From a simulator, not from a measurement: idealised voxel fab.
process module | voxel self aligned contacts
cross-section cut | 280 nm wide | cells 5 nm
A cross-section is a grid of square cells, given in bands from the top down. A band is one or more rows of cells.
Each band's line starts with the height of the band's top and of its bottom, in nm. Then come its materials from left to right, each with its width in nm. One material with "throughout" fills the band from edge to edge. "air" is empty space.
Height 0 is the level under which the wafer as received is all one material. The lowest band goes on downwards, as in "0 down".
A width such as "30 to 40" changes by the same amount from each row of cells to the next, from the band's top row to its bottom row.
"no change" after a step means that no cell of the cross-section changed.
closed voids: empty space of 8 cells or more with no open way to the top, each as width x height at its distance from the left edge, in nm
after a step's settings: what the simulator itself notes on the step
overlay nm, on a step with a mask: how far to the right of its planned place the mask lay; to the left if negative
plan
1 op RECEIVE | material Si
2 op CONFORMAL_DEP | material SiO2 | thk nm 5
3 op DIRECTIONAL_DEP | material polySi | thk nm 30
4 op DIRECTIONAL_DEP | material SiN | thk nm 15
5 op DIRECTIONAL_DEP | material aC | thk nm 10
6 op PATTERN | tone cover | mask id GATE | material resist | width nm 30 | pitch nm 60 | thk nm 25 | overlay nm 0
7 op DIRECTIONAL_ETCH | etch materials aC | depth nm 10
8 op STRIP | etch materials resist
9 op DIRECTIONAL_ETCH | etch materials SiN | depth nm 15
10 op DIRECTIONAL_ETCH | etch materials polySi | depth nm 30
11 op STRIP | etch materials aC
12 op CONFORMAL_DEP | material SiN | thk nm 5
13 op DIRECTIONAL_ETCH | etch materials SiN | depth nm 5
14 op FILL_DEP | material SiO2 | thk nm 15
15 op CMP | height nm 60
16 op MASKED_ETCH | tone open | mask id CONTACT | width nm 40 | etch materials SiO2 | depth nm 60 | overlay nm 0
17 op CONFORMAL_DEP | material TiN | thk nm 5
18 op FILL_DEP | material W | thk nm 10
19 op CMP | height nm 60
20 op CONFORMAL_DEP | material SiCN | thk nm 5
as received, after step 1
  0 down: Si throughout
  closed voids: none
a wafer at the end: this start, this plan, one mistake
  65 to 60: SiCN throughout
  60 to 55: SiO2 120 | TiN 5 | W 30 | TiN 5 | SiO2 120
  55 to 50: SiO2 120 | TiN 40 | SiO2 120
  50 to 35: SiN 100 | SiO2 20 | SiN 40 | SiO2 20 | SiN 100
  35 to 5: polySi 95 | SiN 5 | SiO2 20 | SiN 5 | polySi 30 | SiN 5 | SiO2 20 | SiN 5 | polySi 95
  5 to 0: SiO2 throughout
  0 down: Si throughout
  closed voids: none
what went wrong: step 6 ran as: op PATTERN | tone open | mask id GATE | material resist | width nm 30 | pitch nm 60 | thk nm 25 | overlay nm 0
